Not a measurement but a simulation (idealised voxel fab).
process module | voxel trench capacitor
cross-section cut | 245 nm wide | cells 5 nm
A cross-section is a grid of square cells, given in bands from the top down. A band is one or more rows of cells.
Each band's line starts with the height of the band's top and of its bottom, in nm. Then come its materials from left to right, each with its width in nm. One material with "throughout" fills the band from edge to edge. "air" is empty space.
Height 0 is the level under which the wafer as received is all one material. The lowest band goes on downwards, as in "0 down".
A width such as "30 to 40" changes by the same amount from each row of cells to the next, from the band's top row to its bottom row.
"no change" after a step means that no cell of the cross-section changed.
closed voids: empty space of 8 cells or more with no open way to the top, each as width x height at its distance from the left edge, in nm
after a step's settings: what the simulator itself notes on the step
overlay nm, on a step with a mask: how far to the right of its planned place the mask lay; to the left if negative
plan
1 op RECEIVE | material Si
2 op CONFORMAL_DEP | material SiN | thk nm 10
3 op MASKED_ETCH | tone open | mask id TRENCH | width nm 15 | pitch nm 30 | etch materials SiN | depth nm 10 | overlay nm 0
4 op MASKED_ETCH | tone open | mask id TRENCH | width nm 15 | pitch nm 30 | etch materials Si | depth nm 30 | overlay nm 0
5 op CONFORMAL_DEP | material Al2O3 | thk nm 5
6 op FILL_DEP | material polySi | thk nm 5
7 op CMP | height nm 10
as received, after step 1
  0 down: Si throughout
  closed voids: none
a wafer at the end: this start, this plan, one mistake
  10 to 5: polySi 65 | Al2O3 5 | SiN 15 | Al2O3 5 | polySi 5 | Al2O3 5 | SiN 15 | Al2O3 5 | polySi 5 | Al2O3 5 | SiN 15 | Al2O3 5 | polySi 5 | Al2O3 5 | SiN 15 | Al2O3 5 | polySi 65
  5 to 0: Al2O3 70 | SiN 15 | Al2O3 15 | SiN 15 | Al2O3 15 | SiN 15 | Al2O3 15 | SiN 15 | Al2O3 70
  0 down: Si throughout
  closed voids: none
what went wrong: step 3 ran as: op MASKED_ETCH | tone cover | mask id TRENCH | width nm 15 | pitch nm 30 | etch materials SiN | depth nm 10 | overlay nm 0
